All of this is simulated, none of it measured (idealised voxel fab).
Proc. module: voxel trench capacitor
The cross-section shown here is cut; it is 175 nm wide and divided into square cells measuring 5 nm on a side.
We lay out every cross-section as a grid of square cells and spell it out in bands from the top down, where one band means one or more rows of cells. Within each band entry, the heights of the top and of the bottom of the band appear first, in that order and in nm; the materials of the band then follow from left to right, each with its corresponding width in nm. The designation "all across" on a single material indicates that it fills the band from edge to edge; the designation "air" indicates empty space. Heights are expressed relative to 0, this being the level below which the as-received wafer comprises one material exclusively. The lowest band is unbounded in the downward direction and is denoted as in "0..down". Note: "30..40" means the width goes from the first number (top row of the band) to the second number (bottom row) in equal steps per row of cells. Reading "remains unaltered" for a step: not a cell of the cross-section changed in it. So "Listed closed voids" is basically the list of trapped voids: any empty space of 8 cells or more that can't reach the top through an opening. They're written width x height at distance, the distance being from the left edge, and it's all nm. Note: text after step settings on the step line = simulator remark on that step. Each step line may optionally specify "overlay nm", which for a step with a mask gives the rightward distance between the mask's planned place and where it lay, a negative value indicating the leftward direction.

The following list gives the planned process steps
step 1: op RECEIVE | material Si
step 2: op CONFORMAL_DEP | material SiN | thk nm 10
step 3: op PATTERN | tone open | mask id TRENCH | material resist | width nm 25 | pitch nm 45 | thk nm 15 | overlay nm 0
step 4: op DIRECTIONAL_ETCH | etch materials SiN | depth nm 10
step 5: op DIRECTIONAL_ETCH | etch materials Si | depth nm 40
step 6: op STRIP | etch materials resist
step 7: op CONFORMAL_DEP | material HfO2 | thk nm 5
step 8: op CONFORMAL_DEP | material TiN | thk nm 5
step 9: op FILL_DEP | material W | thk nm 5
step 10: op CMP | height nm 10

So this is the incoming wafer in cross-section - it's already been through step 1
* 0..down | Si all across
* Listed closed voids: none

Here's the wafer cut in cross-section after the module, started and planned just like above, except one thing was done wrong in the run
* 10..0 | W 40  TiN 5  HfO2 5  SiN 25  HfO2 5  TiN 10  HfO2 5  SiN 25  HfO2 5  TiN 5  W 45
* 0..-30 | W 40  TiN 5  HfO2 5  Si 25  HfO2 5  TiN 10  HfO2 5  Si 25  HfO2 5  TiN 5  W 45
* -30..-35 | TiN 45  HfO2 5  Si 25  HfO2 5  TiN 10  HfO2 5  Si 25  HfO2 5  TiN 50
* -35..-40 | HfO2 50  Si 25  HfO2 20  Si 25  HfO2 55
* -40..down | Si all across
* Listed closed voids: none
The plan and the run diverged here: step 3 was not run as planned; what actually ran was op PATTERN | tone cover | mask id TRENCH | material resist | width nm 25 | pitch nm 45 | thk nm 15 | overlay nm 0
